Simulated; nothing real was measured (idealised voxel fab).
Process module under the name voxel gate over fins
Section shown: cut. Width: 215 nm. Cell size: 5 nm, square.
Just so we're on the same page, the cross-sections are grids of square cells, and they're listed out in bands top to bottom, each band one or more rows deep. In this notation a band is specified by the heights of its top and bottom, in that order and in nm, after which its materials appear from left to right, each paired with its width in nm. The word "throughout" attached to a single material means that material fills the band from edge to edge; the word "air" stands for empty space. Below 0: as-received wafer, all one material; heights counted from there. Lowest band: no bottom, goes on down, written "z 0 and below". Think of "30..40" as a width that walks from the first number to the second as you go down the band, top row to bottom row, taking equal-sized steps from row to row. Any step labelled "no modifications" changed none of the cells in the cross-section. "Enclosed void inventory" specifies each empty space that is not open to the top and that occupies no fewer than 8 cells, using the form width x height at distance, the distance measured from the left edge and all three quantities in nm. Past the settings on a step's line: simulator remark, on that step. overlay nm: right-of-plan distance of the mask on a masked step; negative values mean left-of-plan.
## Steps planned for the process
1) op RECEIVE | material Si
2) op CONFORMAL_DEP | material SiN | thk nm 5
3) op PATTERN | tone cover | mask id FINS | material resist | width nm 15 | pitch nm 50 | thk nm 20 | overlay nm 0
4) op DIRECTIONAL_ETCH | etch materials SiN | depth nm 5
5) op DIRECTIONAL_ETCH | etch materials Si | depth nm 40
6) op STRIP | etch materials resist
7) op FILL_DEP | material SiO2 | thk nm 5
8) op CMP | height nm 5
9) op PATTERN | tone open | mask id RAIL | material resist | width nm 15 | thk nm 20 | overlay nm 0
10) op DIRECTIONAL_ETCH | etch materials SiO2 | depth nm 40
11) op STRIP | etch materials resist
12) op CONFORMAL_DEP | material TiN | thk nm 5
13) op FILL_DEP | material Ru | thk nm 10
14) op CMP | height nm 5
15) op SELECTIVE_ETCH | etch materials W Ru TiN | depth nm 25
16) op FILL_DEP | material SiO2 | thk nm 5
17) op CMP | height nm 5
18) op SELECTIVE_ETCH | etch materials SiO2 | depth nm 15
19) op STRIP | etch materials SiN
20) op CONFORMAL_DEP | material HfO2 | thk nm 5
21) op CONFORMAL_DEP | material TiN | thk nm 5
22) op CONFORMAL_DEP | material TiAl | thk nm 5
23) op CONFORMAL_DEP | material TiN | thk nm 5
24) op FILL_DEP | material W | thk nm 10
25) op CMP | height nm 25
26) op CONFORMAL_DEP | material SiN | thk nm 5
## Here's what the wafer looked like in cross-section when it arrived - that's after step 1
z 0 and below = Si throughout
Enclosed void inventory: none
## Final cross-section, module run with one mistake (start and plan as above)
z 30 to 25 = SiN throughout
z 25 to 20 = W throughout
z 20 to 15 = 5 W; 205 TiN; 5 W
z 15 to 10 = 5 W; 5 TiN; 45 TiAl; 5 TiN; 45 TiAl; 5 TiN; 45 TiAl; 5 TiN; 45 TiAl; 5 TiN; 5 W
z 10 to 5 = 10 TiN; 5 TiAl; 35 TiN; 5 TiAl; 5 TiN; 5 TiAl; 35 TiN; 5 TiAl; 5 TiN; 5 TiAl; 35 TiN; 5 TiAl; 5 TiN; 5 TiAl; 35 TiN; 5 TiAl; 10 TiN
z 5 to 0 = 15 TiAl; 5 TiN; 25 HfO2; 5 TiN; 15 TiAl; 5 TiN; 25 HfO2; 5 TiN; 15 TiAl; 5 TiN; 25 HfO2; 5 TiN; 15 TiAl; 5 TiN; 25 HfO2; 5 TiN; 15 TiAl
z 0 to -5 = 20 TiN; 5 HfO2; 15 Si; 5 HfO2; 25 TiN; 5 HfO2; 15 Si; 5 HfO2; 25 TiN; 5 HfO2; 15 Si; 5 HfO2; 25 TiN; 5 HfO2; 15 Si; 5 HfO2; 20 TiN
z -5 to -10 = 25 HfO2; 15 Si; 35 HfO2; 15 Si; 35 HfO2; 15 Si; 35 HfO2; 15 Si; 25 HfO2
z -10 to -20 = 25 SiO2; 15 Si; 35 SiO2; 15 Si; 35 SiO2; 15 Si; 35 SiO2; 15 Si; 25 SiO2
z -20 to -30 = 25 SiO2; 15 Si; 15 SiO2; 5 TiN; 5 Ru; 5 TiN; 5 SiO2; 15 Si; 35 SiO2; 15 Si; 35 SiO2; 15 Si; 25 SiO2
z -30 to -35 = 25 SiO2; 15 Si; 15 SiO2; 15 TiN; 5 SiO2; 15 Si; 35 SiO2; 15 Si; 35 SiO2; 15 Si; 25 SiO2
z -35 to -40 = 25 SiO2; 15 Si; 35 SiO2; 15 Si; 35 SiO2; 15 Si; 35 SiO2; 15 Si; 25 SiO2
z -40 and below = Si throughout
Enclosed void inventory: none
Here's what went sideways: not per plan at step 9, really ran op PATTERN | tone open | mask id RAIL | material resist | width nm 15 | thk nm 20 | overlay nm 5
